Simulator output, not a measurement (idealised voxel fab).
Process module in this document: voxel transistor to metal
FYI the section here is cut, 300 nm wide, cells are 5 nm squares.
Cross-sections here: square-cell grids, written as top-down lists of bands, a band being one or more rows of cells. Band entry format. Leading values: height of top, height of bottom, nm. Remainder: materials in left-to-right order, each with its width in nm. Special words: "all across" on a single material, which then fills the band edge to edge; "air", empty space. Heads up on the height convention: 0 is the point under which the incoming wafer is all one material, and the lowest band has no bottom, it just keeps going down, like "0 and below". Quick explanation for "30->40": the width changes in equal steps down the rows of cells, from the first number in the band's top row to the second number in its bottom row. It should be understood that the words "nothing altered", when stated for a given step, signify that the cross-section underwent no change in any of its cells during that step. The entry titled "Enclosed internal cavities" provides the empty spaces that have no open way to the top, restricted to those of 8 cells or more. Each is presented as width x height at distance, the distance being measured from the left edge, with all three in nm. Step line, after settings: the simulator's comment on this step. Among the settings permitted on a step's line is "overlay nm"; applied to a step with a mask, it specifies the extent to which the mask lay to the right of its planned position, whereas a negative figure signifies a position to the left. Pairs ahead. Before: cross-section ahead of one process step. After: cross-section once the step is done, shown to the lowest changed band only. Under each pair: that step, with settings. Caution: pairs may come from different runs of this module on the same starting wafer; a pair follows the pair above only where its "Pre-step snapshot" entry says so.
Pre-step snapshot
80 down to 65: resist 25 | air 20 | resist 65 | air 20 | resist 35 | air 20 | resist 65 | air 20 | resist 30
65 down to 50: aC 25 | air 20 | aC 65 | air 20 | aC 35 | air 20 | aC 65 | air 20 | aC 30
50 down to 20: SiO2 all across
20 down to 0: SiO2 45 | SiN 10 | HfO2 5 | TiN 5 | W 25 | TiN 5 | HfO2 5 | SiN 10 | SiO2 75 | SiN 10 | HfO2 5 | TiN 5 | W 25 | TiN 5 | HfO2 5 | SiN 10 | SiO2 50
0 down to -5: SiO2 35 | nSi 10 | SiN 10 | HfO2 5 | TiN 35 | HfO2 5 | SiN 10 | nSi 10 | SiO2 55 | nSi 10 | SiN 10 | HfO2 5 | TiN 35 | HfO2 5 | SiN 10 | nSi 10 | SiO2 40
-5 down to -10: SiO2 35 | nSi 10 | SiO2 10 | HfO2 45 | SiO2 10 | nSi 10 | SiO2 55 | nSi 10 | SiO2 10 | HfO2 45 | SiO2 10 | nSi 10 | SiO2 40
-10 down to -20: SiO2 25 | nSi 20 | Si 65 | nSi 20 | SiO2 35 | nSi 20 | Si 65 | nSi 20 | SiO2 30
-20 down to -45: SiO2 25 | Si 105 | SiO2 35 | Si 105 | SiO2 30
-45 and below: Si all across
Enclosed internal cavities: none
Resultant Cross-Section
65 down to 50: aC 25 | air 20 | aC 65 | air 20 | aC 35 | air 20 | aC 65 | air 20 | aC 30
Heights below 50 show no change.
Enclosed internal cavities: none
Between the cross-sections above, the step performed was STRIP [etch materials resist]
Pre-step snapshot: The prior state of this step coincides with the post-step cross-section of the pair just above.
Resultant Cross-Section
65 down to 50: aC 25 | air 20 | aC 65 | air 20 | aC 35 | air 20 | aC 65 | air 20 | aC 30
50 down to 20: SiO2 25 | air 20 | SiO2 65 | air 20 | SiO2 35 | air 20 | SiO2 65 | air 20 | SiO2 30
20 down to 5: SiO2 25 | air 20 | SiN 10 | HfO2 5 | TiN 5 | W 25 | TiN 5 | HfO2 5 | SiN 10 | air 20 | SiO2 35 | air 20 | SiN 10 | HfO2 5 | TiN 5 | W 25 | TiN 5 | HfO2 5 | SiN 10 | air 20 | SiO2 30
Heights below 5 show no change.
Enclosed internal cavities: none
Between the cross-sections above, the step performed was DIRECTIONAL_ETCH [etch materials SiO2] [depth nm 45]
Pre-step snapshot: The prior state of this step coincides with the post-step cross-section of the pair just above.
Resultant Cross-Section
50 down to 20: SiO2 25 | air 20 | SiO2 65 | air 20 | SiO2 35 | air 20 | SiO2 65 | air 20 | SiO2 30
Heights below 20 show no change.
Enclosed internal cavities: none
Between the cross-sections above, the step performed was STRIP [etch materials aC]
Pre-step snapshot: The prior state of this step coincides with the post-step cross-section of the pair just above.
Resultant Cross-Section
55 down to 50: TiN 30 | air 10 | TiN 75 | air 10 | TiN 45 | air 10 | TiN 75 | air 10 | TiN 35
50 down to 20: SiO2 25 | TiN 5 | air 10 | TiN 5 | SiO2 65 | TiN 5 | air 10 | TiN 5 | SiO2 35 | TiN 5 | air 10 | TiN 5 | SiO2 65 | TiN 5 | air 10 | TiN 5 | SiO2 30
20 down to 10: SiO2 25 | TiN 5 | air 10 | TiN 5 | SiN 10 | HfO2 5 | TiN 5 | W 25 | TiN 5 | HfO2 5 | SiN 10 | TiN 5 | air 10 | TiN 5 | SiO2 35 | TiN 5 | air 10 | TiN 5 | SiN 10 | HfO2 5 | TiN 5 | W 25 | TiN 5 | HfO2 5 | SiN 10 | TiN 5 | air 10 | TiN 5 | SiO2 30
10 down to 5: SiO2 25 | TiN 20 | SiN 10 | HfO2 5 | TiN 5 | W 25 | TiN 5 | HfO2 5 | SiN 10 | TiN 20 | SiO2 35 | TiN 20 | SiN 10 | HfO2 5 | TiN 5 | W 25 | TiN 5 | HfO2 5 | SiN 10 | TiN 20 | SiO2 30
Heights below 5 show no change.
Enclosed internal cavities: none
Between the cross-sections above, the step performed was CONFORMAL_DEP [material TiN] [thk nm 5]
Pre-step snapshot: The prior state of this step coincides with the post-step cross-section of the pair just above.
Resultant Cross-Section
60 down to 55: W all across
55 down to 50: TiN 30 | W 10 | TiN 75 | W 10 | TiN 45 | W 10 | TiN 75 | W 10 | TiN 35
50 down to 20: SiO2 25 | TiN 5 | W 10 | TiN 5 | SiO2 65 | TiN 5 | W 10 | TiN 5 | SiO2 35 | TiN 5 | W 10 | TiN 5 | SiO2 65 | TiN 5 | W 10 | TiN 5 | SiO2 30
20 down to 10: SiO2 25 | TiN 5 | W 10 | TiN 5 | SiN 10 | HfO2 5 | TiN 5 | W 25 | TiN 5 | HfO2 5 | SiN 10 | TiN 5 | W 10 | TiN 5 | SiO2 35 | TiN 5 | W 10 | TiN 5 | SiN 10 | HfO2 5 | TiN 5 | W 25 | TiN 5 | HfO2 5 | SiN 10 | TiN 5 | W 10 | TiN 5 | SiO2 30
Heights below 10 show no change.
Enclosed internal cavities: none
Between the cross-sections above, the step performed was FILL_DEP [material W] [thk nm 5]
Pre-step snapshot: The prior state of this step coincides with the post-step cross-section of the pair just above.
Resultant Cross-Section
35 down to 20: SiO2 25 | TiN 5 | W 10 | TiN 5 | SiO2 65 | TiN 5 | W 10 | TiN 5 | SiO2 35 | TiN 5 | W 10 | TiN 5 | SiO2 65 | TiN 5 | W 10 | TiN 5 | SiO2 30
Heights below 20 show no change.
Enclosed internal cavities: none
Between the cross-sections above, the step performed was CMP [height nm 35]
Pre-step snapshot: The prior state of this step coincides with the post-step cross-section of the pair just above.
Resultant Cross-Section
40 down to 35: TiN all across
Heights below 35 show no change.
Enclosed internal cavities: none
Between the cross-sections above, the step performed was DIRECTIONAL_DEP [material TiN] [thk nm 5]
Pre-step snapshot: The prior state of this step coincides with the post-step cross-section of the pair just above.
Resultant Cross-Section
60 down to 40: W all across
Heights below 40 show no change.
Enclosed internal cavities: none
Between the cross-sections above, the step performed was DIRECTIONAL_DEP [material W] [thk nm 20]
Pre-step snapshot: The prior state of this step coincides with the post-step cross-section of the pair just above.
Resultant Cross-Section
70 down to 60: aC all across
Heights below 60 show no change.
Enclosed internal cavities: none
Between the cross-sections above, the step performed was DIRECTIONAL_DEP [material aC] [thk nm 10]
Pre-step snapshot: The prior state of this step coincides with the post-step cross-section of the pair just above.
Resultant Cross-Section
95 down to 70: air 25 | resist 20 | air 65 | resist 20 | air 35 | resist 20 | air 65 | resist 20 | air 30
Heights below 70 show no change.
Enclosed internal cavities: none
Between the cross-sections above, the step performed was PATTERN [tone cover] [mask id METAL_1] [material resist] [width nm 20] [thk nm 25] [overlay nm 0]
Pre-step snapshot: The prior state of this step coincides with the post-step cross-section of the pair just above.
Resultant Cross-Section
85 down to 70: air 25 | resist 20 | air 65 | resist 20 | air 35 | resist 20 | air 65 | resist 20 | air 30
70 down to 60: air 25 | aC 20 | air 65 | aC 20 | air 35 | aC 20 | air 65 | aC 20 | air 30
Heights below 60 show no change.
Enclosed internal cavities: none
Between the cross-sections above, the step performed was DIRECTIONAL_ETCH [etch materials aC] [depth nm 10]
Pre-step snapshot: The prior state of this step coincides with the post-step cross-section of the pair just above.
Resultant Cross-Section
70 down to 60: air 25 | aC 20 | air 65 | aC 20 | air 35 | aC 20 | air 65 | aC 20 | air 30
Heights below 60 show no change.
Enclosed internal cavities: none
Between the cross-sections above, the step performed was STRIP [etch materials resist]
Pre-step snapshot: The prior state of this step coincides with the post-step cross-section of the pair just above.
Resultant Cross-Section
70 down to 60: air 25 | aC 20 | air 65 | aC 20 | air 35 | aC 20 | air 65 | aC 20 | air 30
60 down to 40: air 25 | W 20 | air 65 | W 20 | air 35 | W 20 | air 65 | W 20 | air 30
Heights below 40 show no change.
Enclosed internal cavities: none
Between the cross-sections above, the step performed was DIRECTIONAL_ETCH [etch materials W] [depth nm 20]
Pre-step snapshot: The prior state of this step coincides with the post-step cross-section of the pair just above.
Resultant Cross-Section
70 down to 60: air 25 | aC 20 | air 65 | aC 20 | air 35 | aC 20 | air 65 | aC 20 | air 30
60 down to 40: air 25 | W 20 | air 65 | W 20 | air 35 | W 20 | air 65 | W 20 | air 30
40 down to 35: air 25 | TiN 20 | air 65 | TiN 20 | air 35 | TiN 20 | air 65 | TiN 20 | air 30
Heights below 35 show no change.
Enclosed internal cavities: none
Between the cross-sections above, the step performed was DIRECTIONAL_ETCH [etch materials TiN] [depth nm 5]
Pre-step snapshot: The prior state of this step coincides with the post-step cross-section of the pair just above.
Resultant Cross-Section
60 down to 40: air 25 | W 20 | air 65 | W 20 | air 35 | W 20 | air 65 | W 20 | air 30
Heights below 40 show no change.
Enclosed internal cavities: none
Between the cross-sections above, the step performed was STRIP [etch materials aC]
Pre-step snapshot: The prior state of this step coincides with the post-step cross-section of the pair just above.
Resultant Cross-Section
70 down to 60: lowk all across
60 down to 40: lowk 25 | W 20 | lowk 65 | W 20 | lowk 35 | W 20 | lowk 65 | W 20 | lowk 30
40 down to 35: lowk 25 | TiN 20 | lowk 65 | TiN 20 | lowk 35 | TiN 20 | lowk 65 | TiN 20 | lowk 30
Heights below 35 show no change.
Enclosed internal cavities: none
Between the cross-sections above, the step performed was FILL_DEP [material lowk] [thk nm 10]
Pre-step snapshot: The prior state of this step coincides with the post-step cross-section of the pair just above.
Resultant Cross-Section
60 down to 40: lowk 25 | W 20 | lowk 65 | W 20 | lowk 35 | W 20 | lowk 65 | W 20 | lowk 30
Heights below 40 show no change.
Enclosed internal cavities: none
Between the cross-sections above, the step performed was CMP [height nm 60]
Pre-step snapshot: The prior state of this step coincides with the post-step cross-section of the pair just above.
Resultant Cross-Section
65 down to 60: SiN all across
Heights below 60 show no change.
Enclosed internal cavities: none
Between the cross-sections above, the step performed was CONFORMAL_DEP [material SiN] [thk nm 5]
Pre-step snapshot
25 down to 20: air 45 | SiN 10 | air 45 | SiN 10 | air 75 | SiN 10 | air 45 | SiN 10 | air 50
20 down to 0: SiO2 45 | SiN 10 | air 45 | SiN 10 | SiO2 75 | SiN 10 | air 45 | SiN 10 | SiO2 50
0 down to -5: SiO2 35 | nSi 10 | SiN 10 | air 45 | SiN 10 | nSi 10 | SiO2 55 | nSi 10 | SiN 10 | air 45 | SiN 10 | nSi 10 | SiO2 40
-5 down to -10: SiO2 35 | nSi 10 | SiO2 10 | air 45 | SiO2 10 | nSi 10 | SiO2 55 | nSi 10 | SiO2 10 | air 45 | SiO2 10 | nSi 10 | SiO2 40
-10 down to -20: SiO2 25 | nSi 20 | Si 65 | nSi 20 | SiO2 35 | nSi 20 | Si 65 | nSi 20 | SiO2 30
-20 down to -45: SiO2 25 | Si 105 | SiO2 35 | Si 105 | SiO2 30
-45 and below: Si all across
Enclosed internal cavities: none
Resultant Cross-Section
30 down to 25: air 40 | TiN 20 | air 35 | TiN 20 | air 65 | TiN 20 | air 35 | TiN 20 | air 45
25 down to 20: TiN 45 | SiN 10 | TiN 5 | air 35 | TiN 5 | SiN 10 | TiN 75 | SiN 10 | TiN 5 | air 35 | TiN 5 | SiN 10 | TiN 50
20 down to 0: SiO2 45 | SiN 10 | TiN 5 | air 35 | TiN 5 | SiN 10 | SiO2 75 | SiN 10 | TiN 5 | air 35 | TiN 5 | SiN 10 | SiO2 50
0 down to -5: SiO2 35 | nSi 10 | SiN 10 | TiN 5 | air 35 | TiN 5 | SiN 10 | nSi 10 | SiO2 55 | nSi 10 | SiN 10 | TiN 5 | air 35 | TiN 5 | SiN 10 | nSi 10 | SiO2 40
-5 down to -10: SiO2 35 | nSi 10 | SiO2 10 | TiN 45 | SiO2 10 | nSi 10 | SiO2 55 | nSi 10 | SiO2 10 | TiN 45 | SiO2 10 | nSi 10 | SiO2 40
Heights below -10 show no change.
Enclosed internal cavities: none
Between the cross-sections above, the step performed was CONFORMAL_DEP [material TiN] [thk nm 5]
Pre-step snapshot: The prior state of this step coincides with the post-step cross-section of the pair just above.
Resultant Cross-Section
35 down to 30: air 35 | HfO2 30 | air 25 | HfO2 30 | air 55 | HfO2 30 | air 25 | HfO2 30 | air 40
30 down to 25: HfO2 40 | TiN 20 | HfO2 5 | air 25 | HfO2 5 | TiN 20 | HfO2 65 | TiN 20 | HfO2 5 | air 25 | HfO2 5 | TiN 20 | HfO2 45
25 down to 20: TiN 45 | SiN 10 | TiN 5 | HfO2 5 | air 25 | HfO2 5 | TiN 5 | SiN 10 | TiN 75 | SiN 10 | TiN 5 | HfO2 5 | air 25 | HfO2 5 | TiN 5 | SiN 10 | TiN 50
20 down to 0: SiO2 45 | SiN 10 | TiN 5 | HfO2 5 | air 25 | HfO2 5 | TiN 5 | SiN 10 | SiO2 75 | SiN 10 | TiN 5 | HfO2 5 | air 25 | HfO2 5 | TiN 5 | SiN 10 | SiO2 50
0 down to -5: SiO2 35 | nSi 10 | SiN 10 | TiN 5 | HfO2 35 | TiN 5 | SiN 10 | nSi 10 | SiO2 55 | nSi 10 | SiN 10 | TiN 5 | HfO2 35 | TiN 5 | SiN 10 | nSi 10 | SiO2 40
Heights below -5 show no change.
Enclosed internal cavities: none
Between the cross-sections above, the step performed was CONFORMAL_DEP [material HfO2] [thk nm 5]
Pre-step snapshot: The prior state of this step coincides with the post-step cross-section of the pair just above.
Resultant Cross-Section
45 down to 35: W all across
35 down to 30: W 35 | HfO2 30 | W 25 | HfO2 30 | W 55 | HfO2 30 | W 25 | HfO2 30 | W 40
30 down to 25: HfO2 40 | TiN 20 | HfO2 5 | W 25 | HfO2 5 | TiN 20 | HfO2 65 | TiN 20 | HfO2 5 | W 25 | HfO2 5 | TiN 20 | HfO2 45
25 down to 20: TiN 45 | SiN 10 | TiN 5 | HfO2 5 | W 25 | HfO2 5 | TiN 5 | SiN 10 | TiN 75 | SiN 10 | TiN 5 | HfO2 5 | W 25 | HfO2 5 | TiN 5 | SiN 10 | TiN 50
20 down to 0: SiO2 45 | SiN 10 | TiN 5 | HfO2 5 | W 25 | HfO2 5 | TiN 5 | SiN 10 | SiO2 75 | SiN 10 | TiN 5 | HfO2 5 | W 25 | HfO2 5 | TiN 5 | SiN 10 | SiO2 50
Heights below 0 show no change.
Enclosed internal cavities: none
Between the cross-sections above, the step performed was FILL_DEP [material W] [thk nm 10]
Pre-step snapshot: The prior state of this step coincides with the post-step cross-section of the pair just above.
Resultant Cross-Section
20 down to 0: SiO2 45 | SiN 10 | TiN 5 | HfO2 5 | W 25 | HfO2 5 | TiN 5 | SiN 10 | SiO2 75 | SiN 10 | TiN 5 | HfO2 5 | W 25 | HfO2 5 | TiN 5 | SiN 10 | SiO2 50
Heights below 0 show no change.
Enclosed internal cavities: none
Between the cross-sections above, the step performed was CMP [height nm 20]
Pre-step snapshot: The prior state of this step coincides with the post-step cross-section of the pair just above.
Resultant Cross-Section
35 down to 20: SiO2 all across
Heights below 20 show no change.
Enclosed internal cavities: none
Between the cross-sections above, the step performed was DIRECTIONAL_DEP [material SiO2] [thk nm 15]
Pre-step snapshot: The prior state of this step coincides with the post-step cross-section of the pair just above.
Resultant Cross-Section
50 down to 35: aC all across
Heights below 35 show no change.
Enclosed internal cavities: none
Between the cross-sections above, the step performed was DIRECTIONAL_DEP [material aC] [thk nm 15]
Pre-step snapshot: The prior state of this step coincides with the post-step cross-section of the pair just above.
Resultant Cross-Section
80 down to 50: resist 25 | air 20 | resist 65 | air 20 | resist 35 | air 20 | resist 65 | air 20 | resist 30
Heights below 50 show no change.
Enclosed internal cavities: none
Between the cross-sections above, the step performed was PATTERN [tone open] [mask id CONTACT] [material resist] [width nm 20] [thk nm 30] [overlay nm 0]
Pre-step snapshot: The prior state of this step coincides with the post-step cross-section of the pair just above.
Resultant Cross-Section
65 down to 50: resist 25 | air 20 | resist 65 | air 20 | resist 35 | air 20 | resist 65 | air 20 | resist 30
50 down to 35: aC 25 | air 20 | aC 65 | air 20 | aC 35 | air 20 | aC 65 | air 20 | aC 30
Heights below 35 show no change.
Enclosed internal cavities: none
Between the cross-sections above, the step performed was DIRECTIONAL_ETCH [etch materials aC] [depth nm 15]
Pre-step snapshot: The prior state of this step coincides with the post-step cross-section of the pair just above.
Resultant Cross-Section
50 down to 35: aC 25 | air 20 | aC 65 | air 20 | aC 35 | air 20 | aC 65 | air 20 | aC 30
Heights below 35 show no change.
Enclosed internal cavities: none
Between the cross-sections above, the step performed was STRIP [etch materials resist]
Pre-step snapshot: The prior state of this step coincides with the post-step cross-section of the pair just above.
Resultant Cross-Section
50 down to 35: aC 25 | air 20 | aC 65 | air 20 | aC 35 | air 20 | aC 65 | air 20 | aC 30
35 down to 20: SiO2 25 | air 20 | SiO2 65 | air 20 | SiO2 35 | air 20 | SiO2 65 | air 20 | SiO2 30
20 down to 0: SiO2 25 | air 20 | SiN 10 | TiN 5 | HfO2 5 | W 25 | HfO2 5 | TiN 5 | SiN 10 | air 20 | SiO2 35 | air 20 | SiN 10 | TiN 5 | HfO2 5 | W 25 | HfO2 5 | TiN 5 | SiN 10 | air 20 | SiO2 30
0 down to -5: SiO2 25 | air 10 | nSi 10 | SiN 10 | TiN 5 | HfO2 35 | TiN 5 | SiN 10 | nSi 10 | air 10 | SiO2 35 | air 10 | nSi 10 | SiN 10 | TiN 5 | HfO2 35 | TiN 5 | SiN 10 | nSi 10 | air 10 | SiO2 30
-5 down to -10: SiO2 25 | air 10 | nSi 10 | SiO2 10 | TiN 45 | SiO2 10 | nSi 10 | air 10 | SiO2 35 | air 10 | nSi 10 | SiO2 10 | TiN 45 | SiO2 10 | nSi 10 | air 10 | SiO2 30
Heights below -10 show no change.
Enclosed internal cavities: none
Between the cross-sections above, the step performed was DIRECTIONAL_ETCH [etch materials SiO2] [depth nm 45]
Pre-step snapshot: The prior state of this step coincides with the post-step cross-section of the pair just above.
Resultant Cross-Section
35 down to 20: SiO2 25 | air 20 | SiO2 65 | air 20 | SiO2 35 | air 20 | SiO2 65 | air 20 | SiO2 30
Heights below 20 show no change.
Enclosed internal cavities: none
Between the cross-sections above, the step performed was STRIP [etch materials aC]
Pre-step snapshot: The prior state of this step coincides with the post-step cross-section of the pair just above.
Resultant Cross-Section
40 down to 35: TiN 30 | air 10 | TiN 75 | air 10 | TiN 45 | air 10 | TiN 75 | air 10 | TiN 35
35 down to 20: SiO2 25 | TiN 5 | air 10 | TiN 5 | SiO2 65 | TiN 5 | air 10 | TiN 5 | SiO2 35 | TiN 5 | air 10 | TiN 5 | SiO2 65 | TiN 5 | air 10 | TiN 5 | SiO2 30
20 down to 5: SiO2 25 | TiN 5 | air 10 | TiN 5 | SiN 10 | TiN 5 | HfO2 5 | W 25 | HfO2 5 | TiN 5 | SiN 10 | TiN 5 | air 10 | TiN 5 | SiO2 35 | TiN 5 | air 10 | TiN 5 | SiN 10 | TiN 5 | HfO2 5 | W 25 | HfO2 5 | TiN 5 | SiN 10 | TiN 5 | air 10 | TiN 5 | SiO2 30
5 down to 0: SiO2 25 | TiN 20 | SiN 10 | TiN 5 | HfO2 5 | W 25 | HfO2 5 | TiN 5 | SiN 10 | TiN 20 | SiO2 35 | TiN 20 | SiN 10 | TiN 5 | HfO2 5 | W 25 | HfO2 5 | TiN 5 | SiN 10 | TiN 20 | SiO2 30
0 down to -5: SiO2 25 | TiN 10 | nSi 10 | SiN 10 | TiN 5 | HfO2 35 | TiN 5 | SiN 10 | nSi 10 | TiN 10 | SiO2 35 | TiN 10 | nSi 10 | SiN 10 | TiN 5 | HfO2 35 | TiN 5 | SiN 10 | nSi 10 | TiN 10 | SiO2 30
-5 down to -10: SiO2 25 | TiN 10 | nSi 10 | SiO2 10 | TiN 45 | SiO2 10 | nSi 10 | TiN 10 | SiO2 35 | TiN 10 | nSi 10 | SiO2 10 | TiN 45 | SiO2 10 | nSi 10 | TiN 10 | SiO2 30
Heights below -10 show no change.
Enclosed internal cavities: none
Between the cross-sections above, the step performed was CONFORMAL_DEP [material TiN] [thk nm 5]
Pre-step snapshot: The prior state of this step coincides with the post-step cross-section of the pair just above.
Resultant Cross-Section
45 down to 40: W all across
40 down to 35: TiN 30 | W 10 | TiN 75 | W 10 | TiN 45 | W 10 | TiN 75 | W 10 | TiN 35
35 down to 20: SiO2 25 | TiN 5 | W 10 | TiN 5 | SiO2 65 | TiN 5 | W 10 | TiN 5 | SiO2 35 | TiN 5 | W 10 | TiN 5 | SiO2 65 | TiN 5 | W 10 | TiN 5 | SiO2 30
20 down to 5: SiO2 25 | TiN 5 | W 10 | TiN 5 | SiN 10 | TiN 5 | HfO2 5 | W 25 | HfO2 5 | TiN 5 | SiN 10 | TiN 5 | W 10 | TiN 5 | SiO2 35 | TiN 5 | W 10 | TiN 5 | SiN 10 | TiN 5 | HfO2 5 | W 25 | HfO2 5 | TiN 5 | SiN 10 | TiN 5 | W 10 | TiN 5 | SiO2 30
Heights below 5 show no change.
Enclosed internal cavities: none
Between the cross-sections above, the step performed was FILL_DEP [material W] [thk nm 5]
Pre-step snapshot: The prior state of this step coincides with the post-step cross-section of the pair just above.
Resultant Cross-Section
35 down to 20: SiO2 25 | TiN 5 | W 10 | TiN 5 | SiO2 65 | TiN 5 | W 10 | TiN 5 | SiO2 35 | TiN 5 | W 10 | TiN 5 | SiO2 65 | TiN 5 | W 10 | TiN 5 | SiO2 30
Heights below 20 show no change.
Enclosed internal cavities: none
Between the cross-sections above, the step performed was CMP [height nm 35]
Pre-step snapshot: The prior state of this step coincides with the post-step cross-section of the pair just above.
Resultant Cross-Section
40 down to 35: TiN all across
Heights below 35 show no change.
Enclosed internal cavities: none
Between the cross-sections above, the step performed was DIRECTIONAL_DEP [material TiN] [thk nm 5]
Pre-step snapshot: The prior state of this step coincides with the post-step cross-section of the pair just above.
Resultant Cross-Section
60 down to 40: W all across
Heights below 40 show no change.
Enclosed internal cavities: none
Between the cross-sections above, the step performed was DIRECTIONAL_DEP [material W] [thk nm 20]
Pre-step snapshot: The prior state of this step coincides with the post-step cross-section of the pair just above.
Resultant Cross-Section
70 down to 60: aC all across
Heights below 60 show no change.
Enclosed internal cavities: none
Between the cross-sections above, the step performed was DIRECTIONAL_DEP [material aC] [thk nm 10]
Pre-step snapshot: The prior state of this step coincides with the post-step cross-section of the pair just above.
Resultant Cross-Section
95 down to 70: air 25 | resist 20 | air 65 | resist 20 | air 35 | resist 20 | air 65 | resist 20 | air 30
Heights below 70 show no change.
Enclosed internal cavities: none
Between the cross-sections above, the step performed was PATTERN [tone cover] [mask id METAL_1] [material resist] [width nm 20] [thk nm 25] [overlay nm 0]
Pre-step snapshot: The prior state of this step coincides with the post-step cross-section of the pair just above.
Resultant Cross-Section
85 down to 70: air 25 | resist 20 | air 65 | resist 20 | air 35 | resist 20 | air 65 | resist 20 | air 30
70 down to 60: air 25 | aC 20 | air 65 | aC 20 | air 35 | aC 20 | air 65 | aC 20 | air 30
Heights below 60 show no change.
Enclosed internal cavities: none
Between the cross-sections above, the step performed was DIRECTIONAL_ETCH [etch materials aC] [depth nm 10]
Pre-step snapshot: The prior state of this step coincides with the post-step cross-section of the pair just above.
Resultant Cross-Section
70 down to 60: air 25 | aC 20 | air 65 | aC 20 | air 35 | aC 20 | air 65 | aC 20 | air 30
Heights below 60 show no change.
Enclosed internal cavities: none
Between the cross-sections above, the step performed was STRIP [etch materials resist]
Pre-step snapshot: The prior state of this step coincides with the post-step cross-section of the pair just above.
Resultant Cross-Section
70 down to 60: air 25 | aC 20 | air 65 | aC 20 | air 35 | aC 20 | air 65 | aC 20 | air 30
60 down to 40: air 25 | W 20 | air 65 | W 20 | air 35 | W 20 | air 65 | W 20 | air 30
Heights below 40 show no change.
Enclosed internal cavities: none
Between the cross-sections above, the step performed was DIRECTIONAL_ETCH [etch materials W] [depth nm 20]
Pre-step snapshot: The prior state of this step coincides with the post-step cross-section of the pair just above.
Resultant Cross-Section
70 down to 60: air 25 | aC 20 | air 65 | aC 20 | air 35 | aC 20 | air 65 | aC 20 | air 30
60 down to 40: air 25 | W 20 | air 65 | W 20 | air 35 | W 20 | air 65 | W 20 | air 30
40 down to 35: air 25 | TiN 20 | air 65 | TiN 20 | air 35 | TiN 20 | air 65 | TiN 20 | air 30
Heights below 35 show no change.
Enclosed internal cavities: none
Between the cross-sections above, the step performed was DIRECTIONAL_ETCH [etch materials TiN] [depth nm 5]
Pre-step snapshot: The prior state of this step coincides with the post-step cross-section of the pair just above.
Resultant Cross-Section
60 down to 40: air 25 | W 20 | air 65 | W 20 | air 35 | W 20 | air 65 | W 20 | air 30
Heights below 40 show no change.
Enclosed internal cavities: none
Between the cross-sections above, the step performed was STRIP [etch materials aC]
Pre-step snapshot: The prior state of this step coincides with the post-step cross-section of the pair just above.
Resultant Cross-Section
70 down to 60: lowk all across
60 down to 40: lowk 25 | W 20 | lowk 65 | W 20 | lowk 35 | W 20 | lowk 65 | W 20 | lowk 30
40 down to 35: lowk 25 | TiN 20 | lowk 65 | TiN 20 | lowk 35 | TiN 20 | lowk 65 | TiN 20 | lowk 30
Heights below 35 show no change.
Enclosed internal cavities: none
Between the cross-sections above, the step performed was FILL_DEP [material lowk] [thk nm 10]
Pre-step snapshot: The prior state of this step coincides with the post-step cross-section of the pair just above.
Resultant Cross-Section
60 down to 40: lowk 25 | W 20 | lowk 65 | W 20 | lowk 35 | W 20 | lowk 65 | W 20 | lowk 30
Heights below 40 show no change.
Enclosed internal cavities: none
Between the cross-sections above, the step performed was CMP [height nm 60]
Pre-step snapshot: The prior state of this step coincides with the post-step cross-section of the pair just above.
Resultant Cross-Section
65 down to 60: SiN all across
Heights below 60 show no change.
Enclosed internal cavities: none
Between the cross-sections above, the step performed was CONFORMAL_DEP [material SiN] [thk nm 5]
Pre-step snapshot
60 down to 40: lowk 25 | W 20 | lowk 65 | W 20 | lowk 35 | W 20 | lowk 65 | W 20 | lowk 30
40 down to 35: lowk 25 | TiN 20 | lowk 65 | TiN 20 | lowk 35 | TiN 20 | lowk 65 | TiN 20 | lowk 30
35 down to 20: SiO2 25 | TiN 5 | W 10 | TiN 5 | SiO2 65 | TiN 5 | W 10 | TiN 5 | SiO2 35 | TiN 5 | W 10 | TiN 5 | SiO2 65 | TiN 5 | W 10 | TiN 5 | SiO2 30
20 down to 5: SiO2 25 | TiN 5 | W 10 | TiN 5 | SiN 10 | HfO2 5 | TiN 5 | W 25 | TiN 5 | HfO2 5 | SiN 10 | TiN 5 | W 10 | TiN 5 | SiO2 35 | TiN 5 | W 10 | TiN 5 | SiN 10 | HfO2 5 | TiN 5 | W 25 | TiN 5 | HfO2 5 | SiN 10 | TiN 5 | W 10 | TiN 5 | SiO2 30
5 down to 0: SiO2 25 | TiN 20 | SiN 10 | HfO2 5 | TiN 5 | W 25 | TiN 5 | HfO2 5 | SiN 10 | TiN 20 | SiO2 35 | TiN 20 | SiN 10 | HfO2 5 | TiN 5 | W 25 | TiN 5 | HfO2 5 | SiN 10 | TiN 20 | SiO2 30
0 down to -5: SiO2 25 | TiN 10 | nSi 10 | SiN 10 | HfO2 5 | TiN 35 | HfO2 5 | SiN 10 | nSi 10 | TiN 10 | SiO2 35 | TiN 10 | nSi 10 | SiN 10 | HfO2 5 | TiN 35 | HfO2 5 | SiN 10 | nSi 10 | TiN 10 | SiO2 30
-5 down to -10: SiO2 25 | TiN 10 | nSi 10 | SiO2 10 | HfO2 45 | SiO2 10 | nSi 10 | TiN 10 | SiO2 35 | TiN 10 | nSi 10 | SiO2 10 | HfO2 45 | SiO2 10 | nSi 10 | TiN 10 | SiO2 30
-10 down to -20: SiO2 25 | nSi 20 | Si 65 | nSi 20 | SiO2 35 | nSi 20 | Si 65 | nSi 20 | SiO2 30
-20 down to -45: SiO2 25 | Si 105 | SiO2 35 | Si 105 | SiO2 30
-45 and below: Si all across
Enclosed internal cavities: none
Resultant Cross-Section
75 down to 60: SiN all across
Heights below 60 show no change.
Enclosed internal cavities: none
Between the cross-sections above, the step performed was CONFORMAL_DEP [material SiN] [thk nm 15]
Pre-step snapshot
40 down to 25: SiCN all across
25 down to -5: polySi all across
-5 down to -10: SiO2 all across
-10 down to -45: SiO2 25 | Si 105 | SiO2 35 | Si 105 | SiO2 30
-45 and below: Si all across
Enclosed internal cavities: none
Resultant Cross-Section
55 down to 40: air 65 | resist 25 | air 115 | resist 25 | air 70
Heights below 40 show no change.
Enclosed internal cavities: none
Between the cross-sections above, the step performed was PATTERN [tone cover] [mask id GATE] [material resist] [width nm 25] [pitch nm 140] [thk nm 15] [overlay nm 0]
Pre-step snapshot: The prior state of this step coincides with the post-step cross-section of the pair just above.
Resultant Cross-Section
55 down to 40: air 65 | resist 25 | air 115 | resist 25 | air 70
40 down to 25: air 65 | SiCN 25 | air 115 | SiCN 25 | air 70
Heights below 25 show no change.
Enclosed internal cavities: none
Between the cross-sections above, the step performed was DIRECTIONAL_ETCH [etch materials SiCN] [depth nm 25]
Pre-step snapshot: The prior state of this step coincides with the post-step cross-section of the pair just above.
Resultant Cross-Section
55 down to 40: air 65 | resist 25 | air 115 | resist 25 | air 70
40 down to 25: air 65 | SiCN 25 | air 115 | SiCN 25 | air 70
25 down to -5: air 65 | polySi 25 | air 115 | polySi 25 | air 70
Heights below -5 show no change.
Enclosed internal cavities: none
Between the cross-sections above, the step performed was DIRECTIONAL_ETCH [etch materials polySi] [depth nm 40]
